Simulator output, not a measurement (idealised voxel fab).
You're looking at the process module voxel ribs on slabs.
Square cell edge 5 nm, section width 140 nm, ID cut.
Cross-section format: a grid of square cells, given as bands from top to bottom; each band is one or more rows of cells. Each band's line starts with the height of the band's top and of its bottom, in nm. Then come its materials from left to right, each with its width in nm. One material with "full width" fills the band from edge to edge. "air" is empty space. Height reference: 0 = level under which incoming wafer is all one material. Lowest band: no bottom, runs on downward, e.g. "0 -> down". Read "30..40" as a graded width: first number on top, second number at the bottom, same change between each pair of neighbouring rows. Given "no change" for a step, no cell of the cross-section differs between before and after that step. The entry "Closed cavity list" lists the empty spaces that cover at least 8 cells and have no open path to the top. Each is written as width x height at distance, where the distance is measured from the left edge and all three values are in nm. Whatever follows a step's settings on its line is a remark the simulator itself makes about that step. "overlay nm" on a masked step: distance the mask lay right of its planned place, negative for left.
-- Process steps foreseen in the plan
1: op RECEIVE | material Si
2: op DIRECTIONAL_DEP | material SiO2 | thk nm 20
3: op DIRECTIONAL_DEP | material polySi | thk nm 15
4: op MASKED_ETCH | tone cover | mask id RIB | width nm 15 | etch materials polySi | depth nm 10 | overlay nm 0
5: op MASKED_ETCH | tone cover | mask id SLAB | width nm 45 | etch materials polySi | depth nm 5 | overlay nm 0
6: op FILL_DEP | material SiO2 | thk nm 20
7: op CMP | height nm 50
8: op DIRECTIONAL_DEP | material W | thk nm 5
9: op DIRECTIONAL_DEP | material aC | thk nm 10
10: op PATTERN | tone cover | mask id HEATER | material resist | width nm 25 | thk nm 30 | overlay nm -15
11: op DIRECTIONAL_ETCH | etch materials aC | depth nm 10
12: op STRIP | etch materials resist
13: op DIRECTIONAL_ETCH | etch materials W | depth nm 5
14: op STRIP | etch materials aC
15: op CONFORMAL_DEP | material SiN | thk nm 5
The plan shows the overlay nm of step 10 as the first wafer had it; this setting differs between the wafers, which start out alike.
-- First wafer of several, as received: cross-section after step 1
    0 -> down: Si full width
    Closed cavity list: none
-- The table below has one row for each wafer; a row shows, as of the end of the module, how many cells of each material the wafer has gained, marked (+), or lost, marked (-), since it was received, and then the wafer's closed voids
overlay nm -15; +30 SiN; +265 SiO2; +5 W; +15 polySi; Closed cavity list: none
overlay nm -10; +30 SiN; +265 SiO2; +5 W; +15 polySi; Closed cavity list: none
overlay nm -5; +30 SiN; +265 SiO2; +5 W; +15 polySi; Closed cavity list: none
overlay nm 0; +30 SiN; +265 SiO2; +5 W; +15 polySi; Closed cavity list: none
overlay nm 5; +30 SiN; +265 SiO2; +5 W; +15 polySi; Closed cavity list: none
overlay nm 10; +30 SiN; +265 SiO2; +5 W; +15 polySi; Closed cavity list: none
overlay nm 15; +30 SiN; +265 SiO2; +5 W; +15 polySi; Closed cavity list: none
